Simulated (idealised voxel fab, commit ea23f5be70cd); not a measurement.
The following is a process module called voxel gate over fins.
Square cell edge 5 nm, section width 255 nm, ID cut.
Cross-section = grid of square cells, listed top down in bands; band = one or more rows. Within each band entry, the heights of the top and of the bottom of the band appear first, in that order and in nm; the materials of the band then follow from left to right, each with its corresponding width in nm. The designation "all across" on a single material indicates that it fills the band from edge to edge; the designation "air" indicates empty space. Heights are expressed relative to 0, this being the level below which the as-received wafer comprises one material exclusively. The lowest band is unbounded in the downward direction and is denoted as in "0 nm and below". Per-row width for "30 to 40": begins at first number (top row of band), ends at second number (bottom row), increment between rows held constant. "everything unchanged" (step): cross-section cells unchanged, all of them. "Catalogued sealed voids" contains a list of empty spaces, each no smaller than 8 cells and without an open way to the top, written in the form width x height at distance with the distance from the left edge and all three in nm. Formally, on a step line, whatever follows the settings is a remark that the simulator itself makes on the step. overlay nm: step with mask; distance mask lay right of planned place; negative value = left of planned place.

[Steps planned for the process]
| 1 | RECEIVE with material Si |
| 2 | CONFORMAL_DEP with material SiN, thk nm 5 |
| 3 | DIRECTIONAL_DEP with material aC, thk nm 15 |
| 4 | PATTERN with tone cover, mask id FINS, material resist, width nm 15, pitch nm 45, thk nm 35, overlay nm 0 |
| 5 | DIRECTIONAL_ETCH with etch materials aC, depth nm 15 |
| 6 | STRIP with etch materials resist |
| 7 | DIRECTIONAL_ETCH with etch materials SiN, depth nm 5 |
| 8 | DIRECTIONAL_ETCH with etch materials Si, depth nm 40 |
| 9 | STRIP with etch materials aC |
| 10 | FILL_DEP with material SiO2, thk nm 10 |
| 11 | CMP with height nm 5 |
| 12 | SELECTIVE_ETCH with etch materials SiO2, depth nm 15 |
| 13 | STRIP with etch materials SiN |
| 14 | CONFORMAL_DEP with material HfO2, thk nm 5 |
| 15 | CONFORMAL_DEP with material TiN, thk nm 5 |
| 16 | CONFORMAL_DEP with material TiAl, thk nm 5 |
| 17 | CONFORMAL_DEP with material TiN, thk nm 5 |
| 18 | FILL_DEP with material W, thk nm 10 |
| 19 | CMP with height nm 25 |
| 20 | CONFORMAL_DEP with material SiCN, thk nm 10 |

[The first wafer of two, processed as planned]

[So this is the incoming wafer in cross-section - it's already been through step 1]
> 0 nm and below: Si all across
> Catalogued sealed voids: none

[Cross-section through the wafer, step 2 finished]
> 5 nm to 0 nm: SiN all across
> Anything lower than 0 is untouched.

[Cross-section through the wafer, step 3 finished]
> 20 nm to 5 nm: aC all across
> Anything lower than 5 is untouched.

[Cross-section through the wafer, step 4 finished]
> 55 nm to 20 nm: air 95 nm, then resist 15 nm, then air 30 nm, then resist 15 nm, then air 100 nm
> Anything lower than 20 is untouched.

[Cross-section through the wafer, step 5 finished]
> 40 nm to 20 nm: air 95 nm, then resist 15 nm, then air 30 nm, then resist 15 nm, then air 100 nm
> 20 nm to 5 nm: air 95 nm, then aC 15 nm, then air 30 nm, then aC 15 nm, then air 100 nm
> Anything lower than 5 is untouched.

[Cross-section through the wafer, step 6 finished]
> 20 nm to 5 nm: air 95 nm, then aC 15 nm, then air 30 nm, then aC 15 nm, then air 100 nm
> Anything lower than 5 is untouched.

[Cross-section through the wafer, step 7 finished]
> 20 nm to 5 nm: air 95 nm, then aC 15 nm, then air 30 nm, then aC 15 nm, then air 100 nm
> 5 nm to 0 nm: air 95 nm, then SiN 15 nm, then air 30 nm, then SiN 15 nm, then air 100 nm
> Anything lower than 0 is untouched.

[Cross-section through the wafer, step 8 finished]
> 20 nm to 5 nm: air 95 nm, then aC 15 nm, then air 30 nm, then aC 15 nm, then air 100 nm
> 5 nm to 0 nm: air 95 nm, then SiN 15 nm, then air 30 nm, then SiN 15 nm, then air 100 nm
> 0 nm to -40 nm: air 95 nm, then Si 15 nm, then air 30 nm, then Si 15 nm, then air 100 nm
> Anything lower than -40 is untouched.

[Cross-section through the wafer, step 9 finished]
> 5 nm to 0 nm: air 95 nm, then SiN 15 nm, then air 30 nm, then SiN 15 nm, then air 100 nm
> Anything lower than 0 is untouched.

[Cross-section through the wafer, step 10 finished]
> 15 nm to 5 nm: SiO2 all across
> 5 nm to 0 nm: SiO2 95 nm, then SiN 15 nm, then SiO2 30 nm, then SiN 15 nm, then SiO2 100 nm
> 0 nm to -40 nm: SiO2 95 nm, then Si 15 nm, then SiO2 30 nm, then Si 15 nm, then SiO2 100 nm
> Anything lower than -40 is untouched.

[Cross-section through the wafer, step 11 finished]
> 5 nm to 0 nm: SiO2 95 nm, then SiN 15 nm, then SiO2 30 nm, then SiN 15 nm, then SiO2 100 nm
> Anything lower than 0 is untouched.

[Cross-section through the wafer, step 12 finished]
> 5 nm to 0 nm: air 95 nm, then SiN 15 nm, then air 30 nm, then SiN 15 nm, then air 100 nm
> 0 nm to -10 nm: air 95 nm, then Si 15 nm, then air 30 nm, then Si 15 nm, then air 100 nm
> Anything lower than -10 is untouched.

[Cross-section through the wafer, step 13 finished]
> 0 nm to -10 nm: air 95 nm, then Si 15 nm, then air 30 nm, then Si 15 nm, then air 100 nm
> Anything lower than -10 is untouched.

[Cross-section through the wafer, step 14 finished]
> 5 nm to 0 nm: air 90 nm, then HfO2 25 nm, then air 20 nm, then HfO2 25 nm, then air 95 nm
> 0 nm to -5 nm: air 90 nm, then HfO2 5 nm, then Si 15 nm, then HfO2 5 nm, then air 20 nm, then HfO2 5 nm, then Si 15 nm, then HfO2 5 nm, then air 95 nm
> -5 nm to -10 nm: HfO2 95 nm, then Si 15 nm, then HfO2 30 nm, then Si 15 nm, then HfO2 100 nm
> Anything lower than -10 is untouched.

[Cross-section through the wafer, step 15 finished]
> 10 nm to 5 nm: air 85 nm, then TiN 35 nm, then air 10 nm, then TiN 35 nm, then air 90 nm
> 5 nm to 0 nm: air 85 nm, then TiN 5 nm, then HfO2 25 nm, then TiN 5 nm, then air 10 nm, then TiN 5 nm, then HfO2 25 nm, then TiN 5 nm, then air 90 nm
> 0 nm to -5 nm: TiN 90 nm, then HfO2 5 nm, then Si 15 nm, then HfO2 5 nm, then TiN 20 nm, then HfO2 5 nm, then Si 15 nm, then HfO2 5 nm, then TiN 95 nm
> Anything lower than -5 is untouched.

[Cross-section through the wafer, step 16 finished]
> 15 nm to 10 nm: air 80 nm, then TiAl 90 nm, then air 85 nm
> 10 nm to 5 nm: air 80 nm, then TiAl 5 nm, then TiN 35 nm, then TiAl 10 nm, then TiN 35 nm, then TiAl 5 nm, then air 85 nm
> 5 nm to 0 nm: TiAl 85 nm, then TiN 5 nm, then HfO2 25 nm, then TiN 5 nm, then TiAl 10 nm, then TiN 5 nm, then HfO2 25 nm, then TiN 5 nm, then TiAl 90 nm
> Anything lower than 0 is untouched.

[Cross-section through the wafer, step 17 finished]
> 20 nm to 15 nm: air 75 nm, then TiN 100 nm, then air 80 nm
> 15 nm to 10 nm: air 75 nm, then TiN 5 nm, then TiAl 90 nm, then TiN 5 nm, then air 80 nm
> 10 nm to 5 nm: TiN 80 nm, then TiAl 5 nm, then TiN 35 nm, then TiAl 10 nm, then TiN 35 nm, then TiAl 5 nm, then TiN 85 nm
> Anything lower than 5 is untouched.

[Cross-section through the wafer, step 18 finished]
> 30 nm to 20 nm: W all across
> 20 nm to 15 nm: W 75 nm, then TiN 100 nm, then W 80 nm
> 15 nm to 10 nm: W 75 nm, then TiN 5 nm, then TiAl 90 nm, then TiN 5 nm, then W 80 nm
> Anything lower than 10 is untouched.

[Cross-section through the wafer, step 19 finished]
> 25 nm to 20 nm: W all across
> Anything lower than 20 is untouched.

[Cross-section through the wafer, step 20 finished]
> 35 nm to 25 nm: SiCN all across
> Anything lower than 25 is untouched.

[For the second wafer, take the first wafer's start and plan, then add one mistake made in running it; everything through step 17, that step included, is shared with the first]

[Second wafer, section view, time point: scheduled end of step 18]
> 30 nm to 20 nm: TiAl all across
> 20 nm to 15 nm: TiAl 75 nm, then TiN 100 nm, then TiAl 80 nm
> 15 nm to 10 nm: TiAl 75 nm, then TiN 5 nm, then TiAl 90 nm, then TiN 5 nm, then TiAl 80 nm
> Anything lower than 10 is untouched.

[Second wafer, section view, time point: scheduled end of step 19]
> 25 nm to 20 nm: TiAl all across
> Anything lower than 20 is untouched.

[Second wafer, section view, time point: scheduled end of step 20]
> 35 nm to 25 nm: SiCN all across
> Anything lower than 25 is untouched.
What was the processing mistake? step 18 did not happen as planned, as run it was FILL_DEP with material TiAl, thk nm 10
Upon completion, the second wafer contains, in terms of cells, a greater or smaller amount of certain materials than the first wafer: +113 TiAl, -113 W
